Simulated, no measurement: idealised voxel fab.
Presented below is a process module, voxel capacitor over wiring.
We display cut, a cross-section 210 nm in width whose square cells are each 5 nm.
Heads up, the way a cross-section reads in here is a grid of square cells, handed over as bands from the top down, with every band being one or more rows of cells.
Per band: top height and bottom height in nm, followed by the left-to-right materials and their widths in nm; "edge to edge" marks a single material spanning edge to edge, "empty" marks empty space.
Convention: height 0 is the level below which the wafer, as received, is all one material. The lowest band does not terminate at the bottom but continues downward, represented as "0..down".
The notation "30->40" denotes a width that varies across the rows of cells in the band, beginning at the first number in the top row, finishing at the second number in the bottom row, and changing by an identical amount from each row to the next.
No cell of the cross-section changed in a step that is given as "changes: none".
Empty spaces without an open route to the top, at least 8 cells in extent, make up the entry "Trapped cavities"; each is given as width x height at distance, where the distance is measured from the left edge, and all are in nm.
That trailing text on a step's line, after the settings, is the simulator's own remark on the step.
The setting "overlay nm" may be written on the line of a step. When the step uses a mask, the value reports how far to the right of the planned place the mask lay, and a negative value reports that it lay to the left.

[List of planned process steps]
1. RECEIVE [material Si]
2. CONFORMAL_DEP [material SiO2] [thk nm 5]
3. CONFORMAL_DEP [material SiCN] [thk nm 5]
4. DIRECTIONAL_DEP [material lowk] [thk nm 25]
5. PATTERN [tone open] [mask id METAL_1] [material resist] [width nm 25] [pitch nm 90] [thk nm 20] [overlay nm 0]
6. DIRECTIONAL_ETCH [etch materials lowk] [depth nm 25]
7. DIRECTIONAL_ETCH [etch materials SiCN] [depth nm 5]
8. STRIP [etch materials resist]
9. CONFORMAL_DEP [material TiN] [thk nm 5]
10. FILL_DEP [material Ru] [thk nm 10]
11. CMP [height nm 40]
12. CONFORMAL_DEP [material SiCN] [thk nm 5]
13. DIRECTIONAL_DEP [material SiO2] [thk nm 20]
14. PATTERN [tone open] [mask id PLUG_1] [material resist] [width nm 15] [thk nm 20] [overlay nm 0]
15. DIRECTIONAL_ETCH [etch materials SiO2] [depth nm 20]
16. DIRECTIONAL_ETCH [etch materials SiCN] [depth nm 5]
17. STRIP [etch materials resist]
18. EPI [material Ru] [thk nm 10]
19. EPI [material Ru] [thk nm 10]
20. EPI [material Ru] [thk nm 5]
21. DIRECTIONAL_DEP [material TiN] [thk nm 5]
22. DIRECTIONAL_DEP [material Al2O3] [thk nm 5]
23. DIRECTIONAL_DEP [material TiN] [thk nm 5]
24. DIRECTIONAL_DEP [material aC] [thk nm 15]
25. PATTERN [tone cover] [mask id UPPER_PLATE] [material resist] [width nm 70] [thk nm 35] [overlay nm 0]
26. DIRECTIONAL_ETCH [etch materials aC] [depth nm 15]
27. STRIP [etch materials resist]
28. DIRECTIONAL_ETCH [etch materials TiN] [depth nm 5]
29. DIRECTIONAL_ETCH [etch materials Al2O3] [depth nm 5]
30. STRIP [etch materials aC]
31. DIRECTIONAL_DEP [material aC] [thk nm 10]
32. PATTERN [tone cover] [mask id LOWER_PLATE] [material resist] [width nm 80] [thk nm 25] [overlay nm 0]
33. DIRECTIONAL_ETCH [etch materials aC] [depth nm 10]
34. STRIP [etch materials resist]
35. DIRECTIONAL_ETCH [etch materials TiN] [depth nm 5]
36. STRIP [etch materials aC]
37. FILL_DEP [material SiO2] [thk nm 20]
38. CMP [height nm 95]
39. PATTERN [tone open] [mask id PLUG_2] [material resist] [width nm 15] [thk nm 20] [overlay nm 0]
40. DIRECTIONAL_ETCH [etch materials SiO2] [depth nm 15]
41. STRIP [etch materials resist]
42. CONFORMAL_DEP [material TiN] [thk nm 5]
43. FILL_DEP [material W] [thk nm 10]
44. CMP [height nm 95]
45. CONFORMAL_DEP [material SiN] [thk nm 5]
Keep in mind the plan's value for the thk nm of step 2 comes from the first wafer; the wafers don't share that setting, but they do share the same starting point.

[The first of several wafers as received, shown in cross-section; this is its state after step 1]
    0..down | Si edge to edge
    Trapped cavities: none

[each wafer at the end: cells of each material gained (+) or lost (-) since it was received, then its closed voids]
thk nm 5, +14 Al2O3, +51 Ru, +71 SiCN, +42 SiN, +397 SiO2, +103 TiN, +2 W, +160 lowk, Trapped cavities: none
thk nm 10, +14 Al2O3, +45 Ru, +71 SiCN, +42 SiN, +439 SiO2, +67 TiN, +2 W, +160 lowk, Trapped cavities: none
thk nm 15, +14 Al2O3, +39 Ru, +71 SiCN, +42 SiN, +481 SiO2, +63 TiN, +2 W, +128 lowk, Trapped cavities: none
thk nm 20, +14 Al2O3, +33 Ru, +71 SiCN, +42 SiN, +523 SiO2, +59 TiN, +2 W, +96 lowk, Trapped cavities: none
thk nm 25, +14 Al2O3, +27 Ru, +71 SiCN, +42 SiN, +565 SiO2, +55 TiN, +2 W, +64 lowk, Trapped cavities: none
